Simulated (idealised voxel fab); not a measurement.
process module | voxel transistor to metal
cross-section cut | 140 nm wide | cells 5 nm
A cross-section is a grid of square cells, given in bands from the top down. A band is one or more rows of cells.
Each band's line starts with the height of the band's top and of its bottom, in nm. Then come its materials from left to right, each with its width in nm. One material with "throughout" fills the band from edge to edge. "air" is empty space.
Height 0 is the level under which the wafer as received is all one material. The lowest band goes on downwards, as in "0 down".
A width such as "30 to 40" changes by the same amount from each row of cells to the next, from the band's top row to its bottom row.
"no change" after a step means that no cell of the cross-section changed.
closed voids: empty space of 8 cells or more with no open way to the top, each as width x height at its distance from the left edge, in nm
after a step's settings: what the simulator itself notes on the step
overlay nm, on a step with a mask: how far to the right of its planned place the mask lay; to the left if negative
plan
1 op RECEIVE | material Si
2 op OXIDIZE | depth nm 5
3 op CONFORMAL_DEP | material SiN | thk nm 15
4 op MASKED_ETCH | tone cover | mask id ACTIVE | width nm 110 | etch materials SiN | depth nm 15 | overlay nm 0
5 op MASKED_ETCH | tone cover | mask id ACTIVE | width nm 110 | etch materials SiO2 | depth nm 5 | overlay nm 0
6 op MASKED_ETCH | tone cover | mask id ACTIVE | width nm 110 | etch materials Si | depth nm 35 | overlay nm 0
7 op FILL_DEP | material SiO2 | thk nm 5
8 op CMP | height nm 15
9 op SELECTIVE_ETCH | etch materials SiO2 | depth nm 10
10 op STRIP | etch materials SiN
11 op SELECTIVE_ETCH | etch materials SiO2 | depth nm 5
12 op OXIDIZE | depth nm 5
13 op DIRECTIONAL_DEP | material polySi | thk nm 30
14 op DIRECTIONAL_DEP | material SiCN | thk nm 15
15 op DIRECTIONAL_DEP | material aC | thk nm 10
16 op PATTERN | tone cover | mask id GATE | material resist | width nm 20 | thk nm 25 | overlay nm 0
17 op DIRECTIONAL_ETCH | etch materials aC | depth nm 10
18 op STRIP | etch materials resist
19 op DIRECTIONAL_ETCH | etch materials SiCN | depth nm 25
20 op DIRECTIONAL_ETCH | etch materials polySi | depth nm 40
21 op STRIP | etch materials aC
22 op CONFORMAL_DEP | material SiO2 | thk nm 5
23 op DIRECTIONAL_ETCH | etch materials SiO2 | depth nm 5
24 op CONFORMAL_DEP | material SiN | thk nm 5
25 op DIRECTIONAL_ETCH | etch materials SiN | depth nm 5
26 op DIRECTIONAL_ETCH | etch materials SiO2 | depth nm 5
27 op DIRECTIONAL_ETCH | etch materials Si | depth nm 10
28 op EPI | material SiGe | thk nm 15
29 op FILL_DEP | material SiO2 | thk nm 5
30 op CMP | height nm 40
31 op DIRECTIONAL_DEP | material SiO2 | thk nm 15
32 op DIRECTIONAL_DEP | material aC | thk nm 15
33 op PATTERN | tone open | mask id CONTACT | material resist | width nm 20 | pitch nm 80 | thk nm 30 | overlay nm 0
34 op DIRECTIONAL_ETCH | etch materials aC | depth nm 15
35 op STRIP | etch materials resist
36 op DIRECTIONAL_ETCH | etch materials SiO2 | depth nm 50
37 op STRIP | etch materials aC
38 op CONFORMAL_DEP | material TiN | thk nm 5
39 op FILL_DEP | material Ru | thk nm 10
40 op CMP | height nm 55
41 op CONFORMAL_DEP | material SiCN | thk nm 5
42 op DIRECTIONAL_DEP | material SiO2 | thk nm 15
43 op DIRECTIONAL_DEP | material aC | thk nm 15
44 op PATTERN | tone open | mask id METAL_1 | material resist | width nm 20 | pitch nm 80 | thk nm 35 | overlay nm 0
45 op DIRECTIONAL_ETCH | etch materials aC | depth nm 15
46 op STRIP | etch materials resist
47 op DIRECTIONAL_ETCH | etch materials SiO2 | depth nm 15
48 op DIRECTIONAL_ETCH | etch materials SiCN | depth nm 5
49 op STRIP | etch materials aC
50 op CONFORMAL_DEP | material TiN | thk nm 5
51 op FILL_DEP | material W | thk nm 10
52 op CMP | height nm 75
53 op CONFORMAL_DEP | material SiCN | thk nm 5
first wafer, as planned
as received, after step 1
  0 down: Si throughout
  closed voids: none
after step 2
  0 to -5: SiO2 throughout
  below -5: unchanged
after step 3
  15 to 0: SiN throughout
  below 0: unchanged
after step 4
  15 to 0: air 15 | SiN 110 | air 15
  below 0: unchanged
after step 5
  15 to 0: air 15 | SiN 110 | air 15
  0 to -5: air 15 | SiO2 110 | air 15
  below -5: unchanged
after step 6
  15 to 0: air 15 | SiN 110 | air 15
  0 to -5: air 15 | SiO2 110 | air 15
  -5 to -40: air 15 | Si 110 | air 15
  below -40: unchanged
after step 7
  20 to 15: SiO2 throughout
  15 to 0: SiO2 15 | SiN 110 | SiO2 15
  0 to -5: SiO2 throughout
  -5 to -40: SiO2 15 | Si 110 | SiO2 15
  below -40: unchanged
after step 8
  15 to 0: SiO2 15 | SiN 110 | SiO2 15
  below 0: unchanged
after step 9
  15 to 5: air 15 | SiN 110 | air 15
  below 5: unchanged
after step 10
  5 to 0: SiO2 15 | air 110 | SiO2 15
  below 0: unchanged
after step 11
  0 to -5: SiO2 10 | air 120 | SiO2 10
  below -5: unchanged
after step 12
  0 to -5: SiO2 10 | air 120 | SiO2 10
  -5 to -10: SiO2 throughout
  below -10: unchanged
after step 13
  30 to 25: polySi 10 | air 120 | polySi 10
  25 to 0: polySi throughout
  0 to -5: SiO2 10 | polySi 120 | SiO2 10
  below -5: unchanged
after step 14
  45 to 40: SiCN 10 | air 120 | SiCN 10
  40 to 30: SiCN throughout
  30 to 25: polySi 10 | SiCN 120 | polySi 10
  below 25: unchanged
after step 15
  55 to 50: aC 10 | air 120 | aC 10
  50 to 45: aC throughout
  45 to 40: SiCN 10 | aC 120 | SiCN 10
  below 40: unchanged
after step 16
  80 to 55: air 60 | resist 20 | air 60
  55 to 50: aC 10 | air 50 | resist 20 | air 50 | aC 10
  below 50: unchanged
after step 17
  70 to 50: air 60 | resist 20 | air 60
  50 to 45: air 60 | aC 20 | air 60
  45 to 40: SiCN 10 | air 50 | aC 20 | air 50 | SiCN 10
  below 40: unchanged
after step 18
  50 to 45: air 60 | aC 20 | air 60
  below 45: unchanged
after step 19
  50 to 40: air 60 | aC 20 | air 60
  40 to 30: air 60 | SiCN 20 | air 60
  30 to 25: polySi 10 | air 50 | SiCN 20 | air 50 | polySi 10
  below 25: unchanged
after step 20
  50 to 40: air 60 | aC 20 | air 60
  40 to 25: air 60 | SiCN 20 | air 60
  25 to 0: air 60 | polySi 20 | air 60
  0 to -5: SiO2 10 | air 50 | polySi 20 | air 50 | SiO2 10
  below -5: unchanged
after step 21
  40 to 25: air 60 | SiCN 20 | air 60
  below 25: unchanged
after step 22
  45 to 40: air 55 | SiO2 30 | air 55
  40 to 25: air 55 | SiO2 5 | SiCN 20 | SiO2 5 | air 55
  25 to 5: air 55 | SiO2 5 | polySi 20 | SiO2 5 | air 55
  5 to 0: SiO2 15 | air 40 | SiO2 5 | polySi 20 | SiO2 5 | air 40 | SiO2 15
  0 to -5: SiO2 60 | polySi 20 | SiO2 60
  below -5: unchanged
after step 23
  40 to 25: air 55 | SiO2 5 | SiCN 20 | SiO2 5 | air 55
  25 to 0: air 55 | SiO2 5 | polySi 20 | SiO2 5 | air 55
  0 to -5: SiO2 15 | air 40 | SiO2 5 | polySi 20 | SiO2 5 | air 40 | SiO2 15
  below -5: unchanged
after step 24
  45 to 40: air 50 | SiN 40 | air 50
  40 to 25: air 50 | SiN 5 | SiO2 5 | SiCN 20 | SiO2 5 | SiN 5 | air 50
  25 to 5: air 50 | SiN 5 | SiO2 5 | polySi 20 | SiO2 5 | SiN 5 | air 50
  5 to 0: SiN 20 | air 30 | SiN 5 | SiO2 5 | polySi 20 | SiO2 5 | SiN 5 | air 30 | SiN 20
  0 to -5: SiO2 15 | SiN 40 | SiO2 5 | polySi 20 | SiO2 5 | SiN 40 | SiO2 15
  below -5: unchanged
after step 25
  40 to 25: air 50 | SiN 5 | SiO2 5 | SiCN 20 | SiO2 5 | SiN 5 | air 50
  25 to 0: air 50 | SiN 5 | SiO2 5 | polySi 20 | SiO2 5 | SiN 5 | air 50
  0 to -5: SiO2 15 | SiN 5 | air 30 | SiN 5 | SiO2 5 | polySi 20 | SiO2 5 | SiN 5 | air 30 | SiN 5 | SiO2 15
  below -5: unchanged
after step 26
  40 to 35: air 50 | SiN 5 | air 5 | SiCN 20 | air 5 | SiN 5 | air 50
  35 to 25: air 50 | SiN 5 | SiO2 5 | SiCN 20 | SiO2 5 | SiN 5 | air 50
  25 to 0: air 50 | SiN 5 | SiO2 5 | polySi 20 | SiO2 5 | SiN 5 | air 50
  0 to -5: air 15 | SiN 5 | air 30 | SiN 5 | SiO2 5 | polySi 20 | SiO2 5 | SiN 5 | air 30 | SiN 5 | air 15
  -5 to -10: SiO2 20 | air 30 | SiO2 40 | air 30 | SiO2 20
  below -10: unchanged
after step 27
  40 to 35: air 50 | SiN 5 | air 5 | SiCN 20 | air 5 | SiN 5 | air 50
  35 to 25: air 50 | SiN 5 | SiO2 5 | SiCN 20 | SiO2 5 | SiN 5 | air 50
  25 to 0: air 50 | SiN 5 | SiO2 5 | polySi 20 | SiO2 5 | SiN 5 | air 50
  0 to -5: air 15 | SiN 5 | air 30 | SiN 5 | SiO2 5 | polySi 20 | SiO2 5 | SiN 5 | air 30 | SiN 5 | air 15
  -5 to -10: SiO2 20 | air 30 | SiO2 40 | air 30 | SiO2 20
  -10 to -20: SiO2 15 | Si 5 | air 30 | Si 40 | air 30 | Si 5 | SiO2 15
  below -20: unchanged
after step 28
  40 to 35: air 50 | SiN 5 | air 5 | SiCN 20 | air 5 | SiN 5 | air 50
  35 to 25: air 50 | SiN 5 | SiO2 5 | SiCN 20 | SiO2 5 | SiN 5 | air 50
  25 to 5: air 50 | SiN 5 | SiO2 5 | polySi 20 | SiO2 5 | SiN 5 | air 50
  5 to 0: air 15 | SiGe 35 | SiN 5 | SiO2 5 | polySi 20 | SiO2 5 | SiN 5 | SiGe 35 | air 15
  0 to -5: air 15 | SiN 5 | SiGe 30 | SiN 5 | SiO2 5 | polySi 20 | SiO2 5 | SiN 5 | SiGe 30 | SiN 5 | air 15
  -5 to -10: SiO2 20 | SiGe 30 | SiO2 40 | SiGe 30 | SiO2 20
  -10 to -20: SiO2 15 | Si 5 | SiGe 30 | Si 40 | SiGe 30 | Si 5 | SiO2 15
  below -20: unchanged
after step 29
  45 to 40: SiO2 throughout
  40 to 25: SiO2 50 | SiN 5 | SiO2 5 | SiCN 20 | SiO2 5 | SiN 5 | SiO2 50
  25 to 5: SiO2 50 | SiN 5 | SiO2 5 | polySi 20 | SiO2 5 | SiN 5 | SiO2 50
  5 to 0: SiO2 15 | SiGe 35 | SiN 5 | SiO2 5 | polySi 20 | SiO2 5 | SiN 5 | SiGe 35 | SiO2 15
  0 to -5: SiO2 15 | SiN 5 | SiGe 30 | SiN 5 | SiO2 5 | polySi 20 | SiO2 5 | SiN 5 | SiGe 30 | SiN 5 | SiO2 15
  below -5: unchanged
after step 30
  40 to 25: SiO2 50 | SiN 5 | SiO2 5 | SiCN 20 | SiO2 5 | SiN 5 | SiO2 50
  below 25: unchanged
after step 31
  55 to 40: SiO2 throughout
  below 40: unchanged
after step 32
  70 to 55: aC throughout
  below 55: unchanged
after step 33
  100 to 70: resist 20 | air 20 | resist 60 | air 20 | resist 20
  below 70: unchanged
after step 34
  85 to 70: resist 20 | air 20 | resist 60 | air 20 | resist 20
  70 to 55: aC 20 | air 20 | aC 60 | air 20 | aC 20
  below 55: unchanged
after step 35
  70 to 55: aC 20 | air 20 | aC 60 | air 20 | aC 20
  below 55: unchanged
after step 36
  70 to 55: aC 20 | air 20 | aC 60 | air 20 | aC 20
  55 to 40: SiO2 20 | air 20 | SiO2 60 | air 20 | SiO2 20
  40 to 25: SiO2 20 | air 20 | SiO2 10 | SiN 5 | SiO2 5 | SiCN 20 | SiO2 5 | SiN 5 | SiO2 10 | air 20 | SiO2 20
  25 to 5: SiO2 20 | air 20 | SiO2 10 | SiN 5 | SiO2 5 | polySi 20 | SiO2 5 | SiN 5 | SiO2 10 | air 20 | SiO2 20
  below 5: unchanged
after step 37
  55 to 40: SiO2 20 | air 20 | SiO2 60 | air 20 | SiO2 20
  below 40: unchanged
after step 38
  60 to 55: TiN 25 | air 10 | TiN 70 | air 10 | TiN 25
  55 to 40: SiO2 20 | TiN 5 | air 10 | TiN 5 | SiO2 60 | TiN 5 | air 10 | TiN 5 | SiO2 20
  40 to 25: SiO2 20 | TiN 5 | air 10 | TiN 5 | SiO2 10 | SiN 5 | SiO2 5 | SiCN 20 | SiO2 5 | SiN 5 | SiO2 10 | TiN 5 | air 10 | TiN 5 | SiO2 20
  25 to 10: SiO2 20 | TiN 5 | air 10 | TiN 5 | SiO2 10 | SiN 5 | SiO2 5 | polySi 20 | SiO2 5 | SiN 5 | SiO2 10 | TiN 5 | air 10 | TiN 5 | SiO2 20
  10 to 5: SiO2 20 | TiN 20 | SiO2 10 | SiN 5 | SiO2 5 | polySi 20 | SiO2 5 | SiN 5 | SiO2 10 | TiN 20 | SiO2 20
  below 5: unchanged
after step 39
  70 to 60: Ru throughout
  60 to 55: TiN 25 | Ru 10 | TiN 70 | Ru 10 | TiN 25
  55 to 40: SiO2 20 | TiN 5 | Ru 10 | TiN 5 | SiO2 60 | TiN 5 | Ru 10 | TiN 5 | SiO2 20
  40 to 25: SiO2 20 | TiN 5 | Ru 10 | TiN 5 | SiO2 10 | SiN 5 | SiO2 5 | SiCN 20 | SiO2 5 | SiN 5 | SiO2 10 | TiN 5 | Ru 10 | TiN 5 | SiO2 20
  25 to 10: SiO2 20 | TiN 5 | Ru 10 | TiN 5 | SiO2 10 | SiN 5 | SiO2 5 | polySi 20 | SiO2 5 | SiN 5 | SiO2 10 | TiN 5 | Ru 10 | TiN 5 | SiO2 20
  below 10: unchanged
after step 40
  55 to 40: SiO2 20 | TiN 5 | Ru 10 | TiN 5 | SiO2 60 | TiN 5 | Ru 10 | TiN 5 | SiO2 20
  below 40: unchanged
after step 41
  60 to 55: SiCN throughout
  below 55: unchanged
after step 42
  75 to 60: SiO2 throughout
  below 60: unchanged
after step 43
  90 to 75: aC throughout
  below 75: unchanged
after step 44
  125 to 90: resist 20 | air 20 | resist 60 | air 20 | resist 20
  below 90: unchanged
after step 45
  110 to 90: resist 20 | air 20 | resist 60 | air 20 | resist 20
  90 to 75: aC 20 | air 20 | aC 60 | air 20 | aC 20
  below 75: unchanged
after step 46
  90 to 75: aC 20 | air 20 | aC 60 | air 20 | aC 20
  below 75: unchanged
after step 47
  90 to 75: aC 20 | air 20 | aC 60 | air 20 | aC 20
  75 to 60: SiO2 20 | air 20 | SiO2 60 | air 20 | SiO2 20
  below 60: unchanged
after step 48
  90 to 75: aC 20 | air 20 | aC 60 | air 20 | aC 20
  75 to 60: SiO2 20 | air 20 | SiO2 60 | air 20 | SiO2 20
  60 to 55: SiCN 20 | air 20 | SiCN 60 | air 20 | SiCN 20
  below 55: unchanged
after step 49
  75 to 60: SiO2 20 | air 20 | SiO2 60 | air 20 | SiO2 20
  below 60: unchanged
after step 50
  80 to 75: TiN 25 | air 10 | TiN 70 | air 10 | TiN 25
  75 to 60: SiO2 20 | TiN 5 | air 10 | TiN 5 | SiO2 60 | TiN 5 | air 10 | TiN 5 | SiO2 20
  60 to 55: SiCN 20 | TiN 20 | SiCN 60 | TiN 20 | SiCN 20
  below 55: unchanged
after step 51
  90 to 80: W throughout
  80 to 75: TiN 25 | W 10 | TiN 70 | W 10 | TiN 25
  75 to 60: SiO2 20 | TiN 5 | W 10 | TiN 5 | SiO2 60 | TiN 5 | W 10 | TiN 5 | SiO2 20
  below 60: unchanged
after step 52
  75 to 60: SiO2 20 | TiN 5 | W 10 | TiN 5 | SiO2 60 | TiN 5 | W 10 | TiN 5 | SiO2 20
  below 60: unchanged
after step 53
  80 to 75: SiCN throughout
  below 75: unchanged
second wafer: like start, like plan, one mistake. Through step 12 it matches the first wafer
when step 13 should have ended
  25 to 20: polySi 10 | air 120 | polySi 10
  20 to 0: polySi throughout
  0 to -5: SiO2 10 | polySi 120 | SiO2 10
  below -5: unchanged
when step 14 should have ended
  40 to 35: SiCN 10 | air 120 | SiCN 10
  35 to 25: SiCN throughout
  25 to 20: polySi 10 | SiCN 120 | polySi 10
  below 20: unchanged
when step 15 should have ended
  50 to 45: aC 10 | air 120 | aC 10
  45 to 40: aC throughout
  40 to 35: SiCN 10 | aC 120 | SiCN 10
  below 35: unchanged
when step 16 should have ended
  75 to 50: air 60 | resist 20 | air 60
  50 to 45: aC 10 | air 50 | resist 20 | air 50 | aC 10
  below 45: unchanged
when step 17 should have ended
  65 to 45: air 60 | resist 20 | air 60
  45 to 40: air 60 | aC 20 | air 60
  40 to 35: SiCN 10 | air 50 | aC 20 | air 50 | SiCN 10
  below 35: unchanged
when step 18 should have ended
  45 to 40: air 60 | aC 20 | air 60
  below 40: unchanged
when step 19 should have ended
  45 to 35: air 60 | aC 20 | air 60
  35 to 25: air 60 | SiCN 20 | air 60
  25 to 20: polySi 10 | air 50 | SiCN 20 | air 50 | polySi 10
  below 20: unchanged
when step 20 should have ended
  45 to 35: air 60 | aC 20 | air 60
  35 to 20: air 60 | SiCN 20 | air 60
  20 to 0: air 60 | polySi 20 | air 60
  0 to -5: SiO2 10 | air 50 | polySi 20 | air 50 | SiO2 10
  below -5: unchanged
when step 21 should have ended
  35 to 20: air 60 | SiCN 20 | air 60
  below 20: unchanged
when step 22 should have ended
  40 to 35: air 55 | SiO2 30 | air 55
  35 to 20: air 55 | SiO2 5 | SiCN 20 | SiO2 5 | air 55
  20 to 5: air 55 | SiO2 5 | polySi 20 | SiO2 5 | air 55
  5 to 0: SiO2 15 | air 40 | SiO2 5 | polySi 20 | SiO2 5 | air 40 | SiO2 15
  0 to -5: SiO2 60 | polySi 20 | SiO2 60
  below -5: unchanged
when step 23 should have ended
  35 to 20: air 55 | SiO2 5 | SiCN 20 | SiO2 5 | air 55
  20 to 0: air 55 | SiO2 5 | polySi 20 | SiO2 5 | air 55
  0 to -5: SiO2 15 | air 40 | SiO2 5 | polySi 20 | SiO2 5 | air 40 | SiO2 15
  below -5: unchanged
when step 24 should have ended
  40 to 35: air 50 | SiN 40 | air 50
  35 to 20: air 50 | SiN 5 | SiO2 5 | SiCN 20 | SiO2 5 | SiN 5 | air 50
  20 to 5: air 50 | SiN 5 | SiO2 5 | polySi 20 | SiO2 5 | SiN 5 | air 50
  5 to 0: SiN 20 | air 30 | SiN 5 | SiO2 5 | polySi 20 | SiO2 5 | SiN 5 | air 30 | SiN 20
  0 to -5: SiO2 15 | SiN 40 | SiO2 5 | polySi 20 | SiO2 5 | SiN 40 | SiO2 15
  below -5: unchanged
when step 25 should have ended
  35 to 20: air 50 | SiN 5 | SiO2 5 | SiCN 20 | SiO2 5 | SiN 5 | air 50
  20 to 0: air 50 | SiN 5 | SiO2 5 | polySi 20 | SiO2 5 | SiN 5 | air 50
  0 to -5: SiO2 15 | SiN 5 | air 30 | SiN 5 | SiO2 5 | polySi 20 | SiO2 5 | SiN 5 | air 30 | SiN 5 | SiO2 15
  below -5: unchanged
when step 26 should have ended
  35 to 30: air 50 | SiN 5 | air 5 | SiCN 20 | air 5 | SiN 5 | air 50
  30 to 20: air 50 | SiN 5 | SiO2 5 | SiCN 20 | SiO2 5 | SiN 5 | air 50
  20 to 0: air 50 | SiN 5 | SiO2 5 | polySi 20 | SiO2 5 | SiN 5 | air 50
  0 to -5: air 15 | SiN 5 | air 30 | SiN 5 | SiO2 5 | polySi 20 | SiO2 5 | SiN 5 | air 30 | SiN 5 | air 15
  -5 to -10: SiO2 20 | air 30 | SiO2 40 | air 30 | SiO2 20
  below -10: unchanged
when step 27 should have ended
  35 to 30: air 50 | SiN 5 | air 5 | SiCN 20 | air 5 | SiN 5 | air 50
  30 to 20: air 50 | SiN 5 | SiO2 5 | SiCN 20 | SiO2 5 | SiN 5 | air 50
  20 to 0: air 50 | SiN 5 | SiO2 5 | polySi 20 | SiO2 5 | SiN 5 | air 50
  0 to -5: air 15 | SiN 5 | air 30 | SiN 5 | SiO2 5 | polySi 20 | SiO2 5 | SiN 5 | air 30 | SiN 5 | air 15
  -5 to -10: SiO2 20 | air 30 | SiO2 40 | air 30 | SiO2 20
  -10 to -20: SiO2 15 | Si 5 | air 30 | Si 40 | air 30 | Si 5 | SiO2 15
  below -20: unchanged
when step 28 should have ended
  35 to 30: air 50 | SiN 5 | air 5 | SiCN 20 | air 5 | SiN 5 | air 50
  30 to 20: air 50 | SiN 5 | SiO2 5 | SiCN 20 | SiO2 5 | SiN 5 | air 50
  20 to 5: air 50 | SiN 5 | SiO2 5 | polySi 20 | SiO2 5 | SiN 5 | air 50
  5 to 0: air 15 | SiGe 35 | SiN 5 | SiO2 5 | polySi 20 | SiO2 5 | SiN 5 | SiGe 35 | air 15
  0 to -5: air 15 | SiN 5 | SiGe 30 | SiN 5 | SiO2 5 | polySi 20 | SiO2 5 | SiN 5 | SiGe 30 | SiN 5 | air 15
  -5 to -10: SiO2 20 | SiGe 30 | SiO2 40 | SiGe 30 | SiO2 20
  -10 to -20: SiO2 15 | Si 5 | SiGe 30 | Si 40 | SiGe 30 | Si 5 | SiO2 15
  below -20: unchanged
when step 29 should have ended
  40 to 35: SiO2 throughout
  35 to 20: SiO2 50 | SiN 5 | SiO2 5 | SiCN 20 | SiO2 5 | SiN 5 | SiO2 50
  20 to 5: SiO2 50 | SiN 5 | SiO2 5 | polySi 20 | SiO2 5 | SiN 5 | SiO2 50
  5 to 0: SiO2 15 | SiGe 35 | SiN 5 | SiO2 5 | polySi 20 | SiO2 5 | SiN 5 | SiGe 35 | SiO2 15
  0 to -5: SiO2 15 | SiN 5 | SiGe 30 | SiN 5 | SiO2 5 | polySi 20 | SiO2 5 | SiN 5 | SiGe 30 | SiN 5 | SiO2 15
  below -5: unchanged
when step 30 should have ended: no change
when step 31 should have ended
  55 to 35: SiO2 throughout
  below 35: unchanged
when step 32 should have ended
  70 to 55: aC throughout
  below 55: unchanged
when step 33 should have ended
  100 to 70: resist 20 | air 20 | resist 60 | air 20 | resist 20
  below 70: unchanged
when step 34 should have ended
  85 to 70: resist 20 | air 20 | resist 60 | air 20 | resist 20
  70 to 55: aC 20 | air 20 | aC 60 | air 20 | aC 20
  below 55: unchanged
when step 35 should have ended
  70 to 55: aC 20 | air 20 | aC 60 | air 20 | aC 20
  below 55: unchanged
when step 36 should have ended
  70 to 55: aC 20 | air 20 | aC 60 | air 20 | aC 20
  55 to 35: SiO2 20 | air 20 | SiO2 60 | air 20 | SiO2 20
  35 to 20: SiO2 20 | air 20 | SiO2 10 | SiN 5 | SiO2 5 | SiCN 20 | SiO2 5 | SiN 5 | SiO2 10 | air 20 | SiO2 20
  20 to 5: SiO2 20 | air 20 | SiO2 10 | SiN 5 | SiO2 5 | polySi 20 | SiO2 5 | SiN 5 | SiO2 10 | air 20 | SiO2 20
  below 5: unchanged
when step 37 should have ended
  55 to 35: SiO2 20 | air 20 | SiO2 60 | air 20 | SiO2 20
  below 35: unchanged
when step 38 should have ended
  60 to 55: TiN 25 | air 10 | TiN 70 | air 10 | TiN 25
  55 to 35: SiO2 20 | TiN 5 | air 10 | TiN 5 | SiO2 60 | TiN 5 | air 10 | TiN 5 | SiO2 20
  35 to 20: SiO2 20 | TiN 5 | air 10 | TiN 5 | SiO2 10 | SiN 5 | SiO2 5 | SiCN 20 | SiO2 5 | SiN 5 | SiO2 10 | TiN 5 | air 10 | TiN 5 | SiO2 20
  20 to 10: SiO2 20 | TiN 5 | air 10 | TiN 5 | SiO2 10 | SiN 5 | SiO2 5 | polySi 20 | SiO2 5 | SiN 5 | SiO2 10 | TiN 5 | air 10 | TiN 5 | SiO2 20
  10 to 5: SiO2 20 | TiN 20 | SiO2 10 | SiN 5 | SiO2 5 | polySi 20 | SiO2 5 | SiN 5 | SiO2 10 | TiN 20 | SiO2 20
  below 5: unchanged
when step 39 should have ended
  70 to 60: Ru throughout
  60 to 55: TiN 25 | Ru 10 | TiN 70 | Ru 10 | TiN 25
  55 to 35: SiO2 20 | TiN 5 | Ru 10 | TiN 5 | SiO2 60 | TiN 5 | Ru 10 | TiN 5 | SiO2 20
  35 to 20: SiO2 20 | TiN 5 | Ru 10 | TiN 5 | SiO2 10 | SiN 5 | SiO2 5 | SiCN 20 | SiO2 5 | SiN 5 | SiO2 10 | TiN 5 | Ru 10 | TiN 5 | SiO2 20
  20 to 10: SiO2 20 | TiN 5 | Ru 10 | TiN 5 | SiO2 10 | SiN 5 | SiO2 5 | polySi 20 | SiO2 5 | SiN 5 | SiO2 10 | TiN 5 | Ru 10 | TiN 5 | SiO2 20
  below 10: unchanged
when step 40 should have ended
  55 to 35: SiO2 20 | TiN 5 | Ru 10 | TiN 5 | SiO2 60 | TiN 5 | Ru 10 | TiN 5 | SiO2 20
  below 35: unchanged
when step 41 should have ended
  60 to 55: SiCN throughout
  below 55: unchanged
when step 42 should have ended
  75 to 60: SiO2 throughout
  below 60: unchanged
when step 43 should have ended
  90 to 75: aC throughout
  below 75: unchanged
when step 44 should have ended
  125 to 90: resist 20 | air 20 | resist 60 | air 20 | resist 20
  below 90: unchanged
when step 45 should have ended
  110 to 90: resist 20 | air 20 | resist 60 | air 20 | resist 20
  90 to 75: aC 20 | air 20 | aC 60 | air 20 | aC 20
  below 75: unchanged
when step 46 should have ended
  90 to 75: aC 20 | air 20 | aC 60 | air 20 | aC 20
  below 75: unchanged
when step 47 should have ended
  90 to 75: aC 20 | air 20 | aC 60 | air 20 | aC 20
  75 to 60: SiO2 20 | air 20 | SiO2 60 | air 20 | SiO2 20
  below 60: unchanged
when step 48 should have ended
  90 to 75: aC 20 | air 20 | aC 60 | air 20 | aC 20
  75 to 60: SiO2 20 | air 20 | SiO2 60 | air 20 | SiO2 20
  60 to 55: SiCN 20 | air 20 | SiCN 60 | air 20 | SiCN 20
  below 55: unchanged
when step 49 should have ended
  75 to 60: SiO2 20 | air 20 | SiO2 60 | air 20 | SiO2 20
  below 60: unchanged
when step 50 should have ended
  80 to 75: TiN 25 | air 10 | TiN 70 | air 10 | TiN 25
  75 to 60: SiO2 20 | TiN 5 | air 10 | TiN 5 | SiO2 60 | TiN 5 | air 10 | TiN 5 | SiO2 20
  60 to 55: SiCN 20 | TiN 20 | SiCN 60 | TiN 20 | SiCN 20
  below 55: unchanged
when step 51 should have ended
  90 to 80: W throughout
  80 to 75: TiN 25 | W 10 | TiN 70 | W 10 | TiN 25
  75 to 60: SiO2 20 | TiN 5 | W 10 | TiN 5 | SiO2 60 | TiN 5 | W 10 | TiN 5 | SiO2 20
  below 60: unchanged
when step 52 should have ended
  75 to 60: SiO2 20 | TiN 5 | W 10 | TiN 5 | SiO2 60 | TiN 5 | W 10 | TiN 5 | SiO2 20
  below 60: unchanged
when step 53 should have ended
  80 to 75: SiCN throughout
  below 75: unchanged
what went wrong: step 13 ran as: op DIRECTIONAL_DEP | material polySi | thk nm 25
at the end the second wafer has, in cells: 2 fewer of SiN | 6 more of SiO2 | 4 fewer of polySi
